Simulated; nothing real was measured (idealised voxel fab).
process module | voxel air gaps
cross-section cut | 210 nm wide | cells 5 nm
A cross-section is a grid of square cells, given in bands from the top down. A band is one or more rows of cells.
Each band's line starts with the height of the band's top and of its bottom, in nm. Then come its materials from left to right, each with its width in nm. One material with "throughout" fills the band from edge to edge. "air" is empty space.
Height 0 is the level under which the wafer as received is all one material. The lowest band goes on downwards, as in "0 down".
A width such as "30 to 40" changes by the same amount from each row of cells to the next, from the band's top row to its bottom row.
"no change" after a step means that no cell of the cross-section changed.
closed voids: empty space of 8 cells or more with no open way to the top, each as width x height at its distance from the left edge, in nm
after a step's settings: what the simulator itself notes on the step
overlay nm, on a step with a mask: how far to the right of its planned place the mask lay; to the left if negative
plan
1 op RECEIVE | material Si
2 op CONFORMAL_DEP | material SiO2 | thk nm 15
3 op CONFORMAL_DEP | material SiCN | thk nm 5
4 op DIRECTIONAL_DEP | material SiO2 | thk nm 30
5 op DIRECTIONAL_DEP | material aC | thk nm 10
6 op PATTERN | tone open | mask id LINES | material resist | width nm 20 | pitch nm 50 | thk nm 30 | overlay nm 0
7 op DIRECTIONAL_ETCH | etch materials aC | depth nm 10
8 op STRIP | etch materials resist
9 op DIRECTIONAL_ETCH | etch materials SiO2 | depth nm 30
10 op STRIP | etch materials aC
11 op CONFORMAL_DEP | material TiN | thk nm 5
12 op FILL_DEP | material W | thk nm 5
13 op CMP | height nm 50
14 op EPI | material Ru | thk nm 10
15 op SELECTIVE_ETCH | etch materials SiO2 | depth nm 40
16 op CONFORMAL_DEP | material SiCN | thk nm 5
as received, after step 1
  0 down: Si throughout
  closed voids: none
a wafer at the end: this start, this plan, one mistake
  65 to 60: air 5 | SiCN 200 | air 5
  60 to 50: air 5 | SiCN 5 | Ru 40 | SiCN 10 | Ru 40 | SiCN 10 | Ru 40 | SiCN 10 | Ru 40 | SiCN 5 | air 5
  50 to 25: air 5 | SiCN 5 | Ru 10 | TiN 5 | W 10 | TiN 5 | Ru 10 | SiCN 10 | Ru 10 | TiN 5 | W 10 | TiN 5 | Ru 10 | SiCN 10 | Ru 10 | TiN 5 | W 10 | TiN 5 | Ru 10 | SiCN 10 | Ru 10 | TiN 5 | W 10 | TiN 5 | Ru 10 | SiCN 5 | air 5
  25 to 20: SiCN 10 | Ru 10 | TiN 20 | Ru 10 | SiCN 10 | Ru 10 | TiN 20 | Ru 10 | SiCN 10 | Ru 10 | TiN 20 | Ru 10 | SiCN 10 | Ru 10 | TiN 20 | Ru 10 | SiCN 10
  20 to 15: SiCN throughout
  15 to 0: SiO2 throughout
  0 down: Si throughout
  closed voids: none
what went wrong: steps 14 and 15 were swapped
